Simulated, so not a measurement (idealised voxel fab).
Process module, titled voxel gate over fins
FYI the section here is cut, 250 nm wide, cells are 5 nm squares.
In this document a cross-section is written as a grid of square cells. It is given as a series of bands, listed from the top down, and a band is one or more rows of cells. Basically the band line says how high the top is and how high the bottom is, in nm, and then what's in it from left to right, every material with its width in nm. Empty space shows up as "empty", and if a single material carries "edge to edge" it runs the full band edge to edge. Zero point of the height axis is 0; under it, received wafer = one material. Lowest band: continues down indefinitely, "0 nm and below". It should be noted that a width expressed as "30->40" varies in equal increments from row to row of cells within the band, taking the value of the first number at the top row and that of the second number at the bottom row. A step reported as "stayed the same" is a step in which no cell of the cross-section changed. "Sealed cavities" contains a list of empty spaces, each no smaller than 8 cells and without an open way to the top, written in the form width x height at distance with the distance from the left edge and all three in nm. The remark found on a step's line after its settings is issued by the simulator itself and pertains to that step. If you see "overlay nm" on a step's line and that step has a mask, it's telling you how far right of where it was planned the mask ended up; a negative number means it went left instead. Quick note on how to read the rest: it's all pairs. You get the cross-section before a process step and the one after, but the after one only goes down as far as the lowest band that changed. The step in between, with its settings, sits under the pair. Heads up, the pairs can come from different runs of this module on the same starting wafer, so don't assume a pair picks up from the one above unless its "Cross-section, before" entry says it does.

Cross-section, before:
* 15 nm to 10 nm = empty (20), then TiN (25), then empty (5), then TiN (25), then empty (5), then TiN (25), then empty (35), then TiN (25), then empty (35), then TiN (25), then empty (25)
* 10 nm to 0 nm = empty (20), then TiN (5), then SiN (15), then TiN (5), then empty (5), then TiN (5), then SiO2 (15), then TiN (5), then empty (5), then TiN (5), then SiN (15), then TiN (5), then empty (35), then TiN (5), then SiN (15), then TiN (5), then empty (35), then TiN (5), then SiN (15), then TiN (5), then empty (25)
* 0 nm to -30 nm = empty (20), then TiN (5), then SiO2 (5), then Si (5), then SiO2 (5), then TiN (5), then empty (5), then TiN (5), then SiO2 (15), then TiN (5), then empty (5), then TiN (5), then SiO2 (5), then Si (5), then SiO2 (5), then TiN (5), then empty (35), then TiN (5), then SiO2 (5), then Si (5), then SiO2 (5), then TiN (5), then empty (35), then TiN (5), then SiO2 (5), then Si (5), then SiO2 (5), then TiN (5), then empty (25)
* -30 nm to -35 nm = TiN (25), then SiO2 (5), then Si (5), then SiO2 (5), then TiN (15), then SiO2 (15), then TiN (15), then SiO2 (5), then Si (5), then SiO2 (5), then TiN (45), then SiO2 (5), then Si (5), then SiO2 (5), then TiN (45), then SiO2 (5), then Si (5), then SiO2 (5), then TiN (30)
* -35 nm to -45 nm = SiO2 (30), then Si (5), then SiO2 (55), then Si (5), then SiO2 (55), then Si (5), then SiO2 (55), then Si (5), then SiO2 (35)
* -45 nm and below = Si edge to edge
* Sealed cavities: none

Post-Step Snapshot:
* 25 nm to 15 nm = Ru edge to edge
* 15 nm to 10 nm = Ru (20), then TiN (25), then Ru (5), then TiN (25), then Ru (5), then TiN (25), then Ru (35), then TiN (25), then Ru (35), then TiN (25), then Ru (25)
* 10 nm to 0 nm = Ru (20), then TiN (5), then SiN (15), then TiN (5), then Ru (5), then TiN (5), then SiO2 (15), then TiN (5), then Ru (5), then TiN (5), then SiN (15), then TiN (5), then Ru (35), then TiN (5), then SiN (15), then TiN (5), then Ru (35), then TiN (5), then SiN (15), then TiN (5), then Ru (25)
* 0 nm to -30 nm = Ru (20), then TiN (5), then SiO2 (5), then Si (5), then SiO2 (5), then TiN (5), then Ru (5), then TiN (5), then SiO2 (15), then TiN (5), then Ru (5), then TiN (5), then SiO2 (5), then Si (5), then SiO2 (5), then TiN (5), then Ru (35), then TiN (5), then SiO2 (5), then Si (5), then SiO2 (5), then TiN (5), then Ru (35), then TiN (5), then SiO2 (5), then Si (5), then SiO2 (5), then TiN (5), then Ru (25)
* Beneath the level -30, the cross-section is identical to its previous state.
* Sealed cavities: none
What sits between those two cross-sections? FILL_DEP with material Ru, thk nm 10

Cross-section, before: unchanged from the after cross-section in the pair immediately above; refer to that figure.

Post-Step Snapshot:
* 10 nm to 0 nm = Ru (20), then TiN (5), then SiN (15), then TiN (5), then Ru (5), then TiN (5), then SiO2 (15), then TiN (5), then Ru (5), then TiN (5), then SiN (15), then TiN (5), then Ru (35), then TiN (5), then SiN (15), then TiN (5), then Ru (35), then TiN (5), then SiN (15), then TiN (5), then Ru (25)
* Beneath the level 0, the cross-section is identical to its previous state.
* Sealed cavities: none
What sits between those two cross-sections? CMP with height nm 10

Cross-section, before: unchanged from the after cross-section in the pair immediately above; refer to that figure.

Post-Step Snapshot:
* 10 nm to 0 nm = empty (25), then SiN (15), then empty (15), then SiO2 (15), then empty (15), then SiN (15), then empty (45), then SiN (15), then empty (45), then SiN (15), then empty (30)
* 0 nm to -15 nm = empty (25), then SiO2 (5), then Si (5), then SiO2 (5), then empty (15), then SiO2 (15), then empty (15), then SiO2 (5), then Si (5), then SiO2 (5), then empty (45), then SiO2 (5), then Si (5), then SiO2 (5), then empty (45), then SiO2 (5), then Si (5), then SiO2 (5), then empty (30)
* Beneath the level -15, the cross-section is identical to its previous state.
* Sealed cavities: none
What sits between those two cross-sections? SELECTIVE_ETCH with etch materials W Ru TiN, depth nm 25

Cross-section, before: unchanged from the after cross-section in the pair immediately above; refer to that figure.

Post-Step Snapshot:
* 15 nm to 10 nm = SiO2 edge to edge
* 10 nm to 0 nm = SiO2 (25), then SiN (15), then SiO2 (45), then SiN (15), then SiO2 (45), then SiN (15), then SiO2 (45), then SiN (15), then SiO2 (30)
* 0 nm to -15 nm = SiO2 (30), then Si (5), then SiO2 (55), then Si (5), then SiO2 (55), then Si (5), then SiO2 (55), then Si (5), then SiO2 (35)
* Beneath the level -15, the cross-section is identical to its previous state.
* Sealed cavities: none
What sits between those two cross-sections? FILL_DEP with material SiO2, thk nm 5

Cross-section, before: unchanged from the after cross-section in the pair immediately above; refer to that figure.

Post-Step Snapshot:
* 10 nm to 0 nm = SiO2 (25), then SiN (15), then SiO2 (45), then SiN (15), then SiO2 (45), then SiN (15), then SiO2 (45), then SiN (15), then SiO2 (30)
* Beneath the level 0, the cross-section is identical to its previous state.
* Sealed cavities: none
What sits between those two cross-sections? CMP with height nm 10

Cross-section, before: unchanged from the after cross-section in the pair immediately above; refer to that figure.

Post-Step Snapshot:
* 10 nm to 0 nm = empty (25), then SiN (15), then empty (45), then SiN (15), then empty (45), then SiN (15), then empty (45), then SiN (15), then empty (30)
* 0 nm to -10 nm = empty (30), then Si (5), then empty (55), then Si (5), then empty (55), then Si (5), then empty (55), then Si (5), then empty (35)
* Beneath the level -10, the cross-section is identical to its previous state.
* Sealed cavities: none
What sits between those two cross-sections? SELECTIVE_ETCH with etch materials SiO2, depth nm 20

Cross-section, before: unchanged from the after cross-section in the pair immediately above; refer to that figure.

Post-Step Snapshot:
* 0 nm to -10 nm = empty (30), then Si (5), then empty (55), then Si (5), then empty (55), then Si (5), then empty (55), then Si (5), then empty (35)
* Beneath the level -10, the cross-section is identical to its previous state.
* Sealed cavities: none
What sits between those two cross-sections? STRIP with etch materials SiN

Cross-section, before: unchanged from the after cross-section in the pair immediately above; refer to that figure.

Post-Step Snapshot:
* 5 nm to 0 nm = empty (25), then HfO2 (15), then empty (45), then HfO2 (15), then empty (45), then HfO2 (15), then empty (45), then HfO2 (15), then empty (30)
* 0 nm to -5 nm = empty (25), then HfO2 (5), then Si (5), then HfO2 (5), then empty (45), then HfO2 (5), then Si (5), then HfO2 (5), then empty (45), then HfO2 (5), then Si (5), then HfO2 (5), then empty (45), then HfO2 (5), then Si (5), then HfO2 (5), then empty (30)
* -5 nm to -10 nm = HfO2 (30), then Si (5), then HfO2 (55), then Si (5), then HfO2 (55), then Si (5), then HfO2 (55), then Si (5), then HfO2 (35)
* Beneath the level -10, the cross-section is identical to its previous state.
* Sealed cavities: none
What sits between those two cross-sections? CONFORMAL_DEP with material HfO2, thk nm 5

Cross-section, before: unchanged from the after cross-section in the pair immediately above; refer to that figure.

Post-Step Snapshot:
* 10 nm to 5 nm = empty (20), then TiN (25), then empty (35), then TiN (25), then empty (35), then TiN (25), then empty (35), then TiN (25), then empty (25)
* 5 nm to 0 nm = empty (20), then TiN (5), then HfO2 (15), then TiN (5), then empty (35), then TiN (5), then HfO2 (15), then TiN (5), then empty (35), then TiN (5), then HfO2 (15), then TiN (5), then empty (35), then TiN (5), then HfO2 (15), then TiN (5), then empty (25)
* 0 nm to -5 nm = TiN (25), then HfO2 (5), then Si (5), then HfO2 (5), then TiN (45), then HfO2 (5), then Si (5), then HfO2 (5), then TiN (45), then HfO2 (5), then Si (5), then HfO2 (5), then TiN (45), then HfO2 (5), then Si (5), then HfO2 (5), then TiN (30)
* Beneath the level -5, the cross-section is identical to its previous state.
* Sealed cavities: none
What sits between those two cross-sections? CONFORMAL_DEP with material TiN, thk nm 5

Cross-section, before: unchanged from the after cross-section in the pair immediately above; refer to that figure.

Post-Step Snapshot:
* 15 nm to 10 nm = empty (15), then TiAl (35), then empty (25), then TiAl (35), then empty (25), then TiAl (35), then empty (25), then TiAl (35), then empty (20)
* 10 nm to 5 nm = empty (15), then TiAl (5), then TiN (25), then TiAl (5), then empty (25), then TiAl (5), then TiN (25), then TiAl (5), then empty (25), then TiAl (5), then TiN (25), then TiAl (5), then empty (25), then TiAl (5), then TiN (25), then TiAl (5), then empty (20)
* 5 nm to 0 nm = TiAl (20), then TiN (5), then HfO2 (15), then TiN (5), then TiAl (35), then TiN (5), then HfO2 (15), then TiN (5), then TiAl (35), then TiN (5), then HfO2 (15), then TiN (5), then TiAl (35), then TiN (5), then HfO2 (15), then TiN (5), then TiAl (25)
* Beneath the level 0, the cross-section is identical to its previous state.
* Sealed cavities: none
What sits between those two cross-sections? CONFORMAL_DEP with material TiAl, thk nm 5

Cross-section, before: unchanged from the after cross-section in the pair immediately above; refer to that figure.

Post-Step Snapshot:
* 20 nm to 15 nm = empty (10), then TiN (45), then empty (15), then TiN (45), then empty (15), then TiN (45), then empty (15), then TiN (45), then empty (15)
* 15 nm to 10 nm = empty (10), then TiN (5), then TiAl (35), then TiN (5), then empty (15), then TiN (5), then TiAl (35), then TiN (5), then empty (15), then TiN (5), then TiAl (35), then TiN (5), then empty (15), then TiN (5), then TiAl (35), then TiN (5), then empty (15)
* 10 nm to 5 nm = TiN (15), then TiAl (5), then TiN (25), then TiAl (5), then TiN (25), then TiAl (5), then TiN (25), then TiAl (5), then TiN (25), then TiAl (5), then TiN (25), then TiAl (5), then TiN (25), then TiAl (5), then TiN (25), then TiAl (5), then TiN (20)
* Beneath the level 5, the cross-section is identical to its previous state.
* Sealed cavities: none
What sits between those two cross-sections? CONFORMAL_DEP with material TiN, thk nm 5

Cross-section, before: unchanged from the after cross-section in the pair immediately above; refer to that figure.

Post-Step Snapshot:
* 30 nm to 20 nm = W edge to edge
* 20 nm to 15 nm = W (10), then TiN (45), then W (15), then TiN (45), then W (15), then TiN (45), then W (15), then TiN (45), then W (15)
* 15 nm to 10 nm = W (10), then TiN (5), then TiAl (35), then TiN (5), then W (15), then TiN (5), then TiAl (35), then TiN (5), then W (15), then TiN (5), then TiAl (35), then TiN (5), then W (15), then TiN (5), then TiAl (35), then TiN (5), then W (15)
* Beneath the level 10, the cross-section is identical to its previous state.
* Sealed cavities: none
What sits between those two cross-sections? FILL_DEP with material W, thk nm 10

Cross-section, before: unchanged from the after cross-section in the pair immediately above; refer to that figure.

Post-Step Snapshot:
* 25 nm to 20 nm = W edge to edge
* Beneath the level 20, the cross-section is identical to its previous state.
* Sealed cavities: none
What sits between those two cross-sections? CMP with height nm 25

Cross-section, before: unchanged from the after cross-section in the pair immediately above; refer to that figure.

Post-Step Snapshot:
* 35 nm to 25 nm = SiCN edge to edge
* Beneath the level 25, the cross-section is identical to its previous state.
* Sealed cavities: none
What sits between those two cross-sections? CONFORMAL_DEP with material SiCN, thk nm 10
